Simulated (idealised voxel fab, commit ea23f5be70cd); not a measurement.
Module name: voxel transistor to metal (process module)
Xsec cut, 195 nm wide, square cell size 5 nm.
Cross-section = grid of square cells, listed top down in bands; band = one or more rows.
In this notation a band is specified by the heights of its top and bottom, in that order and in nm, after which its materials appear from left to right, each paired with its width in nm. The word "throughout" attached to a single material means that material fills the band from edge to edge; the word "empty" stands for empty space.
Where do heights start? At 0: under that level the wafer as delivered is made of one material only. And the lowest band has no floor; it just carries on downward, as in "from 0 down".
Width "30..40": first value at the band's top row of cells, second value at its bottom row, equal change from row to row.
Step note "no change" = no cross-section cell changed.
Empty spaces without an open route to the top, at least 8 cells in extent, make up the entry "Enclosed void entries"; each is given as width x height at distance, where the distance is measured from the left edge, and all are in nm.
The remark found on a step's line after its settings is issued by the simulator itself and pertains to that step.
Each step line may optionally specify "overlay nm", which for a step with a mask gives the rightward distance between the mask's planned place and where it lay, a negative value indicating the leftward direction.
Structure of the following material. The material consists of pairs of cross-sections. Each pair comprises the cross-section before one process step and the cross-section after that step, the latter shown only down to the lowest band that changed. The step between the cross-sections is specified beneath each pair, including its settings. Pairs are not necessarily consecutive: they may derive from different runs of this module performed on the same starting wafer. Continuity with the pair above is to be assumed only where the entry headed "Incoming structure" of the pair in question states it.

Incoming structure:
- from 0 down: Si throughout
- Enclosed void entries: none

Cut View, Post-Step:
- from 0 to -5: SiO2 throughout
- below -5: unchanged
- Enclosed void entries: none
For reference, the processing step occurring between the two cross-sections presented above is as follows: OXIDIZE,depth nm 5

Incoming structure: = after-state of the pair above.

Cut View, Post-Step:
- from 15 to 0: SiN throughout
- below 0: unchanged
- Enclosed void entries: none
For reference, the processing step occurring between the two cross-sections presented above is as follows: CONFORMAL_DEP,material SiN,thk nm 15

Incoming structure: = after-state of the pair above.

Cut View, Post-Step:
- from 15 to 0: 45 empty | 100 SiN | 50 empty
- below 0: unchanged
- Enclosed void entries: none
For reference, the processing step occurring between the two cross-sections presented above is as follows: MASKED_ETCH,tone cover,mask id ACTIVE,width nm 100,etch materials SiN,depth nm 15,overlay nm 0

Incoming structure: = after-state of the pair above.

Cut View, Post-Step:
- from 15 to 0: 45 empty | 100 SiN | 50 empty
- from 0 to -5: 45 empty | 100 SiO2 | 50 empty
- below -5: unchanged
- Enclosed void entries: none
For reference, the processing step occurring between the two cross-sections presented above is as follows: MASKED_ETCH,tone cover,mask id ACTIVE,width nm 100,etch materials SiO2,depth nm 5,overlay nm 0

Incoming structure: = after-state of the pair above.

Cut View, Post-Step:
- from 15 to 0: 45 empty | 100 SiN | 50 empty
- from 0 to -5: 45 empty | 100 SiO2 | 50 empty
- from -5 to -40: 45 empty | 100 Si | 50 empty
- below -40: unchanged
- Enclosed void entries: none
For reference, the processing step occurring between the two cross-sections presented above is as follows: MASKED_ETCH,tone cover,mask id ACTIVE,width nm 100,etch materials Si,depth nm 35,overlay nm 0

Incoming structure: = after-state of the pair above.

Cut View, Post-Step:
- from 15 to 0: 45 empty | 100 SiN | 50 empty
- from 0 to -5: 45 empty | 100 SiO2 | 50 empty
- from -5 to -40: 45 empty | 5 SiO2 | 90 Si | 5 SiO2 | 50 empty
- from -40 to -45: 50 SiO2 | 90 Si | 55 SiO2
- below -45: unchanged
- Enclosed void entries: none
For reference, the processing step occurring between the two cross-sections presented above is as follows: OXIDIZE,depth nm 5

Incoming structure: = after-state of the pair above.

Cut View, Post-Step:
- from 25 to 15: SiO2 throughout
- from 15 to 0: 45 SiO2 | 100 SiN | 50 SiO2
- from 0 to -5: SiO2 throughout
- from -5 to -45: 50 SiO2 | 90 Si | 55 SiO2
- below -45: unchanged
- Enclosed void entries: none
For reference, the processing step occurring between the two cross-sections presented above is as follows: FILL_DEP,material SiO2,thk nm 10

Incoming structure: = after-state of the pair above.

Cut View, Post-Step:
- from 15 to 0: 45 SiO2 | 100 SiN | 50 SiO2
- below 0: unchanged
- Enclosed void entries: none
For reference, the processing step occurring between the two cross-sections presented above is as follows: CMP,height nm 15

Incoming structure: = after-state of the pair above.

Cut View, Post-Step:
- from 15 to 10: 45 empty | 100 SiN | 50 empty
- below 10: unchanged
- Enclosed void entries: none
For reference, the processing step occurring between the two cross-sections presented above is as follows: SELECTIVE_ETCH,etch materials SiO2,depth nm 5

Incoming structure: = after-state of the pair above.

Cut View, Post-Step:
- from 10 to 0: 45 SiO2 | 100 empty | 50 SiO2
- below 0: unchanged
- Enclosed void entries: none
For reference, the processing step occurring between the two cross-sections presented above is as follows: STRIP,etch materials SiN

Incoming structure: = after-state of the pair above.

Cut View, Post-Step:
- from 5 to -5: 40 SiO2 | 110 empty | 45 SiO2
- below -5: unchanged
- Enclosed void entries: none
For reference, the processing step occurring between the two cross-sections presented above is as follows: SELECTIVE_ETCH,etch materials SiO2,depth nm 5

Incoming structure: = after-state of the pair above.

Cut View, Post-Step:
- from 5 to -5: 40 SiO2 | 110 empty | 45 SiO2
- from -5 to -10: SiO2 throughout
- below -10: unchanged
- Enclosed void entries: none
For reference, the processing step occurring between the two cross-sections presented above is as follows: OXIDIZE,depth nm 5

Incoming structure: = after-state of the pair above.

Cut View, Post-Step:
- from 25 to 15: 40 polySi | 110 empty | 45 polySi
- from 15 to 5: polySi throughout
- from 5 to -5: 40 SiO2 | 110 polySi | 45 SiO2
- below -5: unchanged
- Enclosed void entries: none
For reference, the processing step occurring between the two cross-sections presented above is as follows: DIRECTIONAL_DEP,material polySi,thk nm 20

Incoming structure: = after-state of the pair above.

Cut View, Post-Step:
- from 40 to 30: 40 SiCN | 110 empty | 45 SiCN
- from 30 to 25: SiCN throughout
- from 25 to 15: 40 polySi | 110 SiCN | 45 polySi
- below 15: unchanged
- Enclosed void entries: none
For reference, the processing step occurring between the two cross-sections presented above is as follows: DIRECTIONAL_DEP,material SiCN,thk nm 15

Incoming structure: = after-state of the pair above.

Cut View, Post-Step:
- from 60 to 40: 85 empty | 20 resist | 90 empty
- from 40 to 30: 40 SiCN | 45 empty | 20 resist | 45 empty | 45 SiCN
- below 30: unchanged
- Enclosed void entries: none
For reference, the processing step occurring between the two cross-sections presented above is as follows: PATTERN,tone cover,mask id GATE,material resist,width nm 20,thk nm 20,overlay nm 0

Incoming structure: = after-state of the pair above.

Cut View, Post-Step:
- from 60 to 30: 85 empty | 20 resist | 90 empty
- from 30 to 25: 85 empty | 20 SiCN | 90 empty
- from 25 to 15: 40 polySi | 45 empty | 20 SiCN | 45 empty | 45 polySi
- below 15: unchanged
- Enclosed void entries: none
For reference, the processing step occurring between the two cross-sections presented above is as follows: DIRECTIONAL_ETCH,etch materials SiCN,depth nm 25

Incoming structure: = after-state of the pair above.

Cut View, Post-Step:
- from 60 to 30: 85 empty | 20 resist | 90 empty
- from 30 to 15: 85 empty | 20 SiCN | 90 empty
- from 15 to 5: 85 empty | 20 polySi | 90 empty
- from 5 to -5: 40 SiO2 | 45 empty | 20 polySi | 45 empty | 45 SiO2
- below -5: unchanged
- Enclosed void entries: none
For reference, the processing step occurring between the two cross-sections presented above is as follows: DIRECTIONAL_ETCH,etch materials polySi,depth nm 30

Incoming structure: = after-state of the pair above.

Cut View, Post-Step:
- from 30 to 15: 85 empty | 20 SiCN | 90 empty
- below 15: unchanged
- Enclosed void entries: none
For reference, the processing step occurring between the two cross-sections presented above is as follows: STRIP,etch materials resist

Incoming structure: = after-state of the pair above.

Cut View, Post-Step:
- from 35 to 30: 80 empty | 30 SiO2 | 85 empty
- from 30 to 15: 80 empty | 5 SiO2 | 20 SiCN | 5 SiO2 | 85 empty
- from 15 to 10: 80 empty | 5 SiO2 | 20 polySi | 5 SiO2 | 85 empty
- from 10 to 0: 45 SiO2 | 35 empty | 5 SiO2 | 20 polySi | 5 SiO2 | 35 empty | 50 SiO2
- from 0 to -5: 85 SiO2 | 20 polySi | 90 SiO2
- below -5: unchanged
- Enclosed void entries: none
For reference, the processing step occurring between the two cross-sections presented above is as follows: CONFORMAL_DEP,material SiO2,thk nm 5

Incoming structure: = after-state of the pair above.

Cut View, Post-Step:
- from 30 to 15: 80 empty | 5 SiO2 | 20 SiCN | 5 SiO2 | 85 empty
- from 15 to 5: 80 empty | 5 SiO2 | 20 polySi | 5 SiO2 | 85 empty
- from 5 to -5: 45 SiO2 | 35 empty | 5 SiO2 | 20 polySi | 5 SiO2 | 35 empty | 50 SiO2
- below -5: unchanged
- Enclosed void entries: none
For reference, the processing step occurring between the two cross-sections presented above is as follows: DIRECTIONAL_ETCH,etch materials SiO2,depth nm 5

Incoming structure: = after-state of the pair above.

Cut View, Post-Step:
- from 40 to 30: 70 empty | 50 SiN | 75 empty
- from 30 to 15: 70 empty | 10 SiN | 5 SiO2 | 20 SiCN | 5 SiO2 | 10 SiN | 75 empty
- from 15 to 5: 55 SiN | 15 empty | 10 SiN | 5 SiO2 | 20 polySi | 5 SiO2 | 10 SiN | 15 empty | 60 SiN
- from 5 to -5: 45 SiO2 | 35 SiN | 5 SiO2 | 20 polySi | 5 SiO2 | 35 SiN | 50 SiO2
- below -5: unchanged
- Enclosed void entries: none
For reference, the processing step occurring between the two cross-sections presented above is as follows: CONFORMAL_DEP,material SiN,thk nm 10

Incoming structure: = after-state of the pair above.

Cut View, Post-Step:
- from 30 to 15: 70 empty | 10 SiN | 5 SiO2 | 20 SiCN | 5 SiO2 | 10 SiN | 75 empty
- from 15 to 5: 70 empty | 10 SiN | 5 SiO2 | 20 polySi | 5 SiO2 | 10 SiN | 75 empty
- from 5 to -5: 45 SiO2 | 10 SiN | 15 empty | 10 SiN | 5 SiO2 | 20 polySi | 5 SiO2 | 10 SiN | 15 empty | 10 SiN | 50 SiO2
- below -5: unchanged
- Enclosed void entries: none
For reference, the processing step occurring between the two cross-sections presented above is as follows: DIRECTIONAL_ETCH,etch materials SiN,depth nm 10

Incoming structure: = after-state of the pair above.

Cut View, Post-Step:
- from 30 to 25: 70 empty | 10 SiN | 5 empty | 20 SiCN | 5 empty | 10 SiN | 75 empty
- from 25 to 15: 70 empty | 10 SiN | 5 SiO2 | 20 SiCN | 5 SiO2 | 10 SiN | 75 empty
- from 15 to 5: 70 empty | 10 SiN | 5 SiO2 | 20 polySi | 5 SiO2 | 10 SiN | 75 empty
- from 5 to 0: 45 empty | 10 SiN | 15 empty | 10 SiN | 5 SiO2 | 20 polySi | 5 SiO2 | 10 SiN | 15 empty | 10 SiN | 50 empty
- from 0 to -5: 45 SiO2 | 10 SiN | 15 empty | 10 SiN | 5 SiO2 | 20 polySi | 5 SiO2 | 10 SiN | 15 empty | 10 SiN | 50 SiO2
- from -5 to -10: 55 SiO2 | 15 empty | 50 SiO2 | 15 empty | 60 SiO2
- below -10: unchanged
- Enclosed void entries: none
For reference, the processing step occurring between the two cross-sections presented above is as follows: DIRECTIONAL_ETCH,etch materials SiO2,depth nm 5

Incoming structure: = after-state of the pair above.

Cut View, Post-Step:
- from 30 to 25: 70 empty | 10 SiN | 5 empty | 20 SiCN | 5 empty | 10 SiN | 75 empty
- from 25 to 15: 70 empty | 10 SiN | 5 SiO2 | 20 SiCN | 5 SiO2 | 10 SiN | 75 empty
- from 15 to 5: 70 empty | 10 SiN | 5 SiO2 | 20 polySi | 5 SiO2 | 10 SiN | 75 empty
- from 5 to 0: 45 empty | 10 SiN | 15 empty | 10 SiN | 5 SiO2 | 20 polySi | 5 SiO2 | 10 SiN | 15 empty | 10 SiN | 50 empty
- from 0 to -5: 45 SiO2 | 10 SiN | 15 empty | 10 SiN | 5 SiO2 | 20 polySi | 5 SiO2 | 10 SiN | 15 empty | 10 SiN | 50 SiO2
- from -5 to -10: 55 SiO2 | 15 nSi | 50 SiO2 | 15 nSi | 60 SiO2
- below -10: unchanged
- Enclosed void entries: none
For reference, the processing step occurring between the two cross-sections presented above is as follows: EPI,material nSi,thk nm 5

Incoming structure: = after-state of the pair above.

Cut View, Post-Step:
- from 35 to 30: SiO2 throughout
- from 30 to 15: 70 SiO2 | 10 SiN | 5 SiO2 | 20 SiCN | 5 SiO2 | 10 SiN | 75 SiO2
- from 15 to 5: 70 SiO2 | 10 SiN | 5 SiO2 | 20 polySi | 5 SiO2 | 10 SiN | 75 SiO2
- from 5 to -5: 45 SiO2 | 10 SiN | 15 SiO2 | 10 SiN | 5 SiO2 | 20 polySi | 5 SiO2 | 10 SiN | 15 SiO2 | 10 SiN | 50 SiO2
- below -5: unchanged
- Enclosed void entries: none
For reference, the processing step occurring between the two cross-sections presented above is as follows: FILL_DEP,material SiO2,thk nm 5

Incoming structure: = after-state of the pair above.

Cut View, Post-Step:
- from 30 to 15: 70 SiO2 | 10 SiN | 5 SiO2 | 20 SiCN | 5 SiO2 | 10 SiN | 75 SiO2
- below 15: unchanged
- Enclosed void entries: none
For reference, the processing step occurring between the two cross-sections presented above is as follows: CMP,height nm 30

Incoming structure: = after-state of the pair above.

Cut View, Post-Step:
- from 45 to 30: SiO2 throughout
- below 30: unchanged
- Enclosed void entries: none
For reference, the processing step occurring between the two cross-sections presented above is as follows: DIRECTIONAL_DEP,material SiO2,thk nm 15

Incoming structure: = after-state of the pair above.

Cut View, Post-Step:
- from 45 to 30: 55 SiO2 | 25 empty | 30 SiO2 | 25 empty | 60 SiO2
- from 30 to 15: 55 SiO2 | 15 empty | 10 SiN | 5 SiO2 | 20 SiCN | 5 SiO2 | 10 SiN | 15 empty | 60 SiO2
- from 15 to 5: 55 SiO2 | 15 empty | 10 SiN | 5 SiO2 | 20 polySi | 5 SiO2 | 10 SiN | 15 empty | 60 SiO2
- from 5 to -5: 45 SiO2 | 10 SiN | 15 empty | 10 SiN | 5 SiO2 | 20 polySi | 5 SiO2 | 10 SiN | 15 empty | 10 SiN | 50 SiO2
- below -5: unchanged
- Enclosed void entries: none
For reference, the processing step occurring between the two cross-sections presented above is as follows: MASKED_ETCH,tone open,mask id CONTACT,width nm 25,pitch nm 55,etch materials SiO2,depth nm 50,overlay nm 0

Incoming structure: = after-state of the pair above.

Cut View, Post-Step:
- from 50 to 45: 60 TiN | 15 empty | 40 TiN | 15 empty | 65 TiN
- from 45 to 35: 55 SiO2 | 5 TiN | 15 empty | 5 TiN | 30 SiO2 | 5 TiN | 15 empty | 5 TiN | 60 SiO2
- from 35 to 30: 55 SiO2 | 5 TiN | 5 empty | 15 TiN | 30 SiO2 | 15 TiN | 5 empty | 5 TiN | 60 SiO2
- from 30 to 15: 55 SiO2 | 5 TiN | 5 empty | 5 TiN | 10 SiN | 5 SiO2 | 20 SiCN | 5 SiO2 | 10 SiN | 5 TiN | 5 empty | 5 TiN | 60 SiO2
- from 15 to 5: 55 SiO2 | 5 TiN | 5 empty | 5 TiN | 10 SiN | 5 SiO2 | 20 polySi | 5 SiO2 | 10 SiN | 5 TiN | 5 empty | 5 TiN | 60 SiO2
- from 5 to 0: 45 SiO2 | 10 SiN | 5 TiN | 5 empty | 5 TiN | 10 SiN | 5 SiO2 | 20 polySi | 5 SiO2 | 10 SiN | 5 TiN | 5 empty | 5 TiN | 10 SiN | 50 SiO2
- from 0 to -5: 45 SiO2 | 10 SiN | 15 TiN | 10 SiN | 5 SiO2 | 20 polySi | 5 SiO2 | 10 SiN | 15 TiN | 10 SiN | 50 SiO2
- below -5: unchanged
- Enclosed void entries: none
For reference, the processing step occurring between the two cross-sections presented above is as follows: CONFORMAL_DEP,material TiN,thk nm 5

Incoming structure: = after-state of the pair above.

Cut View, Post-Step:
- from 55 to 50: W throughout
- from 50 to 45: 60 TiN | 15 W | 40 TiN | 15 W | 65 TiN
- from 45 to 35: 55 SiO2 | 5 TiN | 15 W | 5 TiN | 30 SiO2 | 5 TiN | 15 W | 5 TiN | 60 SiO2
- from 35 to 30: 55 SiO2 | 5 TiN | 5 W | 15 TiN | 30 SiO2 | 15 TiN | 5 W | 5 TiN | 60 SiO2
- from 30 to 15: 55 SiO2 | 5 TiN | 5 W | 5 TiN | 10 SiN | 5 SiO2 | 20 SiCN | 5 SiO2 | 10 SiN | 5 TiN | 5 W | 5 TiN | 60 SiO2
- from 15 to 5: 55 SiO2 | 5 TiN | 5 W | 5 TiN | 10 SiN | 5 SiO2 | 20 polySi | 5 SiO2 | 10 SiN | 5 TiN | 5 W | 5 TiN | 60 SiO2
- from 5 to 0: 45 SiO2 | 10 SiN | 5 TiN | 5 W | 5 TiN | 10 SiN | 5 SiO2 | 20 polySi | 5 SiO2 | 10 SiN | 5 TiN | 5 W | 5 TiN | 10 SiN | 50 SiO2
- below 0: unchanged
- Enclosed void entries: none
For reference, the processing step occurring between the two cross-sections presented above is as follows: FILL_DEP,material W,thk nm 5

Incoming structure: = after-state of the pair above.

Cut View, Post-Step:
- from 45 to 35: 55 SiO2 | 5 TiN | 15 W | 5 TiN | 30 SiO2 | 5 TiN | 15 W | 5 TiN | 60 SiO2
- below 35: unchanged
- Enclosed void entries: none
For reference, the processing step occurring between the two cross-sections presented above is as follows: CMP,height nm 45

Incoming structure: = after-state of the pair above.

Cut View, Post-Step:
- from 50 to 45: TiN throughout
- below 45: unchanged
- Enclosed void entries: none
For reference, the processing step occurring between the two cross-sections presented above is as follows: DIRECTIONAL_DEP,material TiN,thk nm 5

Incoming structure: = after-state of the pair above.

Cut View, Post-Step:
- from 65 to 50: Ru throughout
- below 50: unchanged
- Enclosed void entries: none
For reference, the processing step occurring between the two cross-sections presented above is as follows: DIRECTIONAL_DEP,material Ru,thk nm 15

Incoming structure: = after-state of the pair above.

Cut View, Post-Step:
- from 75 to 65: aC throughout
- below 65: unchanged
- Enclosed void entries: none
For reference, the processing step occurring between the two cross-sections presented above is as follows: DIRECTIONAL_DEP,material aC,thk nm 10

Incoming structure: = after-state of the pair above.

Cut View, Post-Step:
- from 105 to 75: 55 empty | 15 resist | 50 empty | 15 resist | 60 empty
- below 75: unchanged
- Enclosed void entries: none
For reference, the processing step occurring between the two cross-sections presented above is as follows: PATTERN,tone cover,mask id METAL_1,material resist,width nm 15,pitch nm 65,thk nm 30,overlay nm 0

Incoming structure: = after-state of the pair above.

Cut View, Post-Step:
- from 95 to 75: 55 empty | 15 resist | 50 empty | 15 resist | 60 empty
- from 75 to 65: 55 empty | 15 aC | 50 empty | 15 aC | 60 empty
- below 65: unchanged
- Enclosed void entries: none
For reference, the processing step occurring between the two cross-sections presented above is as follows: DIRECTIONAL_ETCH,etch materials aC,depth nm 10

Incoming structure: = after-state of the pair above.

Cut View, Post-Step:
- from 75 to 65: 55 empty | 15 aC | 50 empty | 15 aC | 60 empty
- below 65: unchanged
- Enclosed void entries: none
For reference, the processing step occurring between the two cross-sections presented above is as follows: STRIP,etch materials resist

Incoming structure: = after-state of the pair above.

Cut View, Post-Step:
- from 75 to 65: 55 empty | 15 aC | 50 empty | 15 aC | 60 empty
- from 65 to 50: 55 empty | 15 Ru | 50 empty | 15 Ru | 60 empty
- below 50: unchanged
- Enclosed void entries: none
For reference, the processing step occurring between the two cross-sections presented above is as follows: DIRECTIONAL_ETCH,etch materials Ru,depth nm 15

Incoming structure: = after-state of the pair above.

Cut View, Post-Step:
- from 75 to 65: 55 empty | 15 aC | 50 empty | 15 aC | 60 empty
- from 65 to 50: 55 empty | 15 Ru | 50 empty | 15 Ru | 60 empty
- from 50 to 45: 55 empty | 15 TiN | 50 empty | 15 TiN | 60 empty
- below 45: unchanged
- Enclosed void entries: none
For reference, the processing step occurring between the two cross-sections presented above is as follows: DIRECTIONAL_ETCH,etch materials TiN,depth nm 5

Incoming structure: = after-state of the pair above.

Cut View, Post-Step:
- from 65 to 50: 55 empty | 15 Ru | 50 empty | 15 Ru | 60 empty
- below 50: unchanged
- Enclosed void entries: none
For reference, the processing step occurring between the two cross-sections presented above is as follows: STRIP,etch materials aC

Incoming structure: = after-state of the pair above.

Cut View, Post-Step:
- from 70 to 65: 50 empty | 25 SiCN | 40 empty | 25 SiCN | 55 empty
- from 65 to 50: 50 empty | 5 SiCN | 15 Ru | 5 SiCN | 40 empty | 5 SiCN | 15 Ru | 5 SiCN | 55 empty
- from 50 to 45: 55 SiCN | 15 TiN | 50 SiCN | 15 TiN | 60 SiCN
- below 45: unchanged
- Enclosed void entries: none
For reference, the processing step occurring between the two cross-sections presented above is as follows: CONFORMAL_DEP,material SiCN,thk nm 5

Incoming structure: = after-state of the pair above.

Cut View, Post-Step:
- from 75 to 70: lowk throughout
- from 70 to 65: 50 lowk | 25 SiCN | 40 lowk | 25 SiCN | 55 lowk
- from 65 to 50: 50 lowk | 5 SiCN | 15 Ru | 5 SiCN | 40 lowk | 5 SiCN | 15 Ru | 5 SiCN | 55 lowk
- below 50: unchanged
- Enclosed void entries: none
For reference, the processing step occurring between the two cross-sections presented above is as follows: FILL_DEP,material lowk,thk nm 5

Incoming structure: = after-state of the pair above.

Cut View, Post-Step:
- from 65 to 50: 50 lowk | 5 SiCN | 15 Ru | 5 SiCN | 40 lowk | 5 SiCN | 15 Ru | 5 SiCN | 55 lowk
- below 50: unchanged
- Enclosed void entries: none
For reference, the processing step occurring between the two cross-sections presented above is as follows: CMP,height nm 65

Incoming structure: = after-state of the pair above.

Cut View, Post-Step:
- from 70 to 65: SiN throughout
- below 65: unchanged
- Enclosed void entries: none
For reference, the processing step occurring between the two cross-sections presented above is as follows: CONFORMAL_DEP,material SiN,thk nm 5

Incoming structure:
- from 30 to 15: 85 empty | 20 SiCN | 90 empty
- from 15 to 5: 85 empty | 20 polySi | 90 empty
- from 5 to -5: 40 SiO2 | 45 empty | 20 polySi | 45 empty | 45 SiO2
- from -5 to -10: SiO2 throughout
- from -10 to -45: 50 SiO2 | 90 Si | 55 SiO2
- from -45 down: Si throughout
- Enclosed void entries: none

Cut View, Post-Step:
- from 30 to 15: 85 empty | 20 SiCN | 90 empty
- from 15 to 0: 85 empty | 20 polySi | 90 empty
- from 0 to -5: 40 SiO2 | 45 empty | 20 polySi | 45 empty | 45 SiO2
- from -5 to -10: 40 SiO2 | 45 empty | 20 SiO2 | 45 empty | 45 SiO2
- below -10: unchanged
- Enclosed void entries: none
For reference, the processing step occurring between the two cross-sections presented above is as follows: DIRECTIONAL_ETCH,etch materials SiO2,depth nm 5

Incoming structure: = after-state of the pair above.

Cut View, Post-Step:
- from 40 to 30: 75 empty | 40 SiN | 80 empty
- from 30 to 15: 75 empty | 10 SiN | 20 SiCN | 10 SiN | 80 empty
- from 15 to 10: 75 empty | 10 SiN | 20 polySi | 10 SiN | 80 empty
- from 10 to 0: 50 SiN | 25 empty | 10 SiN | 20 polySi | 10 SiN | 25 empty | 55 SiN
- from 0 to -5: 40 SiO2 | 45 SiN | 20 polySi | 45 SiN | 45 SiO2
- from -5 to -10: 40 SiO2 | 45 SiN | 20 SiO2 | 45 SiN | 45 SiO2
- below -10: unchanged
- Enclosed void entries: none
For reference, the processing step occurring between the two cross-sections presented above is as follows: CONFORMAL_DEP,material SiN,thk nm 10

Incoming structure: = after-state of the pair above.

Cut View, Post-Step:
- from 30 to 15: 75 empty | 10 SiN | 20 SiCN | 10 SiN | 80 empty
- from 15 to 0: 75 empty | 10 SiN | 20 polySi | 10 SiN | 80 empty
- from 0 to -5: 40 SiO2 | 10 SiN | 25 empty | 10 SiN | 20 polySi | 10 SiN | 25 empty | 10 SiN | 45 SiO2
- from -5 to -10: 40 SiO2 | 10 SiN | 25 empty | 10 SiN | 20 SiO2 | 10 SiN | 25 empty | 10 SiN | 45 SiO2
- below -10: unchanged
- Enclosed void entries: none
For reference, the processing step occurring between the two cross-sections presented above is as follows: DIRECTIONAL_ETCH,etch materials SiN,depth nm 10

Incoming structure: = after-state of the pair above.

Cut View, Post-Step:
- from 30 to 15: 75 empty | 10 SiN | 20 SiCN | 10 SiN | 80 empty
- from 15 to 0: 75 empty | 10 SiN | 20 polySi | 10 SiN | 80 empty
- from 0 to -5: 40 empty | 10 SiN | 25 empty | 10 SiN | 20 polySi | 10 SiN | 25 empty | 10 SiN | 45 empty
- below -5: unchanged
- Enclosed void entries: none
For reference, the processing step occurring between the two cross-sections presented above is as follows: DIRECTIONAL_ETCH,etch materials SiO2,depth nm 5

Incoming structure: = after-state of the pair above.

Cut View, Post-Step:
- from 30 to 15: 75 empty | 10 SiN | 20 SiCN | 10 SiN | 80 empty
- from 15 to 0: 75 empty | 10 SiN | 20 polySi | 10 SiN | 80 empty
- from 0 to -5: 40 empty | 10 SiN | 25 empty | 10 SiN | 20 polySi | 10 SiN | 25 empty | 10 SiN | 45 empty
- from -5 to -10: 40 SiO2 | 10 SiN | 25 nSi | 10 SiN | 20 SiO2 | 10 SiN | 25 nSi | 10 SiN | 45 SiO2
- below -10: unchanged
- Enclosed void entries: none
For reference, the processing step occurring between the two cross-sections presented above is as follows: EPI,material nSi,thk nm 5

Incoming structure: = after-state of the pair above.

Cut View, Post-Step:
- from 35 to 30: SiO2 throughout
- from 30 to 15: 75 SiO2 | 10 SiN | 20 SiCN | 10 SiN | 80 SiO2
- from 15 to 0: 75 SiO2 | 10 SiN | 20 polySi | 10 SiN | 80 SiO2
- from 0 to -5: 40 SiO2 | 10 SiN | 25 SiO2 | 10 SiN | 20 polySi | 10 SiN | 25 SiO2 | 10 SiN | 45 SiO2
- below -5: unchanged
- Enclosed void entries: none
For reference, the processing step occurring between the two cross-sections presented above is as follows: FILL_DEP,material SiO2,thk nm 5

Incoming structure: = after-state of the pair above.

Cut View, Post-Step:
- from 30 to 15: 75 SiO2 | 10 SiN | 20 SiCN | 10 SiN | 80 SiO2
- below 15: unchanged
- Enclosed void entries: none
For reference, the processing step occurring between the two cross-sections presented above is as follows: CMP,height nm 30

Incoming structure: = after-state of the pair above.

Cut View, Post-Step:
- from 45 to 30: SiO2 throughout
- below 30: unchanged
- Enclosed void entries: none
For reference, the processing step occurring between the two cross-sections presented above is as follows: DIRECTIONAL_DEP,material SiO2,thk nm 15

Incoming structure: = after-state of the pair above.

Cut View, Post-Step:
- from 45 to 30: 55 SiO2 | 25 empty | 30 SiO2 | 25 empty | 60 SiO2
- from 30 to 15: 55 SiO2 | 20 empty | 10 SiN | 20 SiCN | 10 SiN | 20 empty | 60 SiO2
- from 15 to 0: 55 SiO2 | 20 empty | 10 SiN | 20 polySi | 10 SiN | 20 empty | 60 SiO2
- from 0 to -5: 40 SiO2 | 10 SiN | 5 SiO2 | 20 empty | 10 SiN | 20 polySi | 10 SiN | 20 empty | 5 SiO2 | 10 SiN | 45 SiO2
- below -5: unchanged
- Enclosed void entries: none
For reference, the processing step occurring between the two cross-sections presented above is as follows: MASKED_ETCH,tone open,mask id CONTACT,width nm 25,pitch nm 55,etch materials SiO2,depth nm 50,overlay nm 0

Incoming structure: = after-state of the pair above.

Cut View, Post-Step:
- from 50 to 45: 60 TiN | 15 empty | 40 TiN | 15 empty | 65 TiN
- from 45 to 35: 55 SiO2 | 5 TiN | 15 empty | 5 TiN | 30 SiO2 | 5 TiN | 15 empty | 5 TiN | 60 SiO2
- from 35 to 30: 55 SiO2 | 5 TiN | 10 empty | 10 TiN | 30 SiO2 | 10 TiN | 10 empty | 5 TiN | 60 SiO2
- from 30 to 15: 55 SiO2 | 5 TiN | 10 empty | 5 TiN | 10 SiN | 20 SiCN | 10 SiN | 5 TiN | 10 empty | 5 TiN | 60 SiO2
- from 15 to 0: 55 SiO2 | 5 TiN | 10 empty | 5 TiN | 10 SiN | 20 polySi | 10 SiN | 5 TiN | 10 empty | 5 TiN | 60 SiO2
- from 0 to -5: 40 SiO2 | 10 SiN | 5 SiO2 | 20 TiN | 10 SiN | 20 polySi | 10 SiN | 20 TiN | 5 SiO2 | 10 SiN | 45 SiO2
- below -5: unchanged
- Enclosed void entries: none
For reference, the processing step occurring between the two cross-sections presented above is as follows: CONFORMAL_DEP,material TiN,thk nm 5

Incoming structure: = after-state of the pair above.

Cut View, Post-Step:
- from 55 to 50: W throughout
- from 50 to 45: 60 TiN | 15 W | 40 TiN | 15 W | 65 TiN
- from 45 to 35: 55 SiO2 | 5 TiN | 15 W | 5 TiN | 30 SiO2 | 5 TiN | 15 W | 5 TiN | 60 SiO2
- from 35 to 30: 55 SiO2 | 5 TiN | 10 W | 10 TiN | 30 SiO2 | 10 TiN | 10 W | 5 TiN | 60 SiO2
- from 30 to 15: 55 SiO2 | 5 TiN | 10 W | 5 TiN | 10 SiN | 20 SiCN | 10 SiN | 5 TiN | 10 W | 5 TiN | 60 SiO2
- from 15 to 0: 55 SiO2 | 5 TiN | 10 W | 5 TiN | 10 SiN | 20 polySi | 10 SiN | 5 TiN | 10 W | 5 TiN | 60 SiO2
- below 0: unchanged
- Enclosed void entries: none
For reference, the processing step occurring between the two cross-sections presented above is as follows: FILL_DEP,material W,thk nm 5

Incoming structure: = after-state of the pair above.

Cut View, Post-Step:
- from 45 to 35: 55 SiO2 | 5 TiN | 15 W | 5 TiN | 30 SiO2 | 5 TiN | 15 W | 5 TiN | 60 SiO2
- below 35: unchanged
- Enclosed void entries: none
For reference, the processing step occurring between the two cross-sections presented above is as follows: CMP,height nm 45

Incoming structure: = after-state of the pair above.

Cut View, Post-Step:
- from 50 to 45: TiN throughout
- below 45: unchanged
- Enclosed void entries: none
For reference, the processing step occurring between the two cross-sections presented above is as follows: DIRECTIONAL_DEP,material TiN,thk nm 5

Incoming structure: = after-state of the pair above.

Cut View, Post-Step:
- from 65 to 50: Ru throughout
- below 50: unchanged
- Enclosed void entries: none
For reference, the processing step occurring between the two cross-sections presented above is as follows: DIRECTIONAL_DEP,material Ru,thk nm 15

Incoming structure: = after-state of the pair above.

Cut View, Post-Step:
- from 75 to 65: aC throughout
- below 65: unchanged
- Enclosed void entries: none
For reference, the processing step occurring between the two cross-sections presented above is as follows: DIRECTIONAL_DEP,material aC,thk nm 10

Incoming structure: = after-state of the pair above.

Cut View, Post-Step:
- from 105 to 75: 55 empty | 15 resist | 50 empty | 15 resist | 60 empty
- below 75: unchanged
- Enclosed void entries: none
For reference, the processing step occurring between the two cross-sections presented above is as follows: PATTERN,tone cover,mask id METAL_1,material resist,width nm 15,pitch nm 65,thk nm 30,overlay nm 0

Incoming structure: = after-state of the pair above.

Cut View, Post-Step:
- from 95 to 75: 55 empty | 15 resist | 50 empty | 15 resist | 60 empty
- from 75 to 65: 55 empty | 15 aC | 50 empty | 15 aC | 60 empty
- below 65: unchanged
- Enclosed void entries: none
For reference, the processing step occurring between the two cross-sections presented above is as follows: DIRECTIONAL_ETCH,etch materials aC,depth nm 10
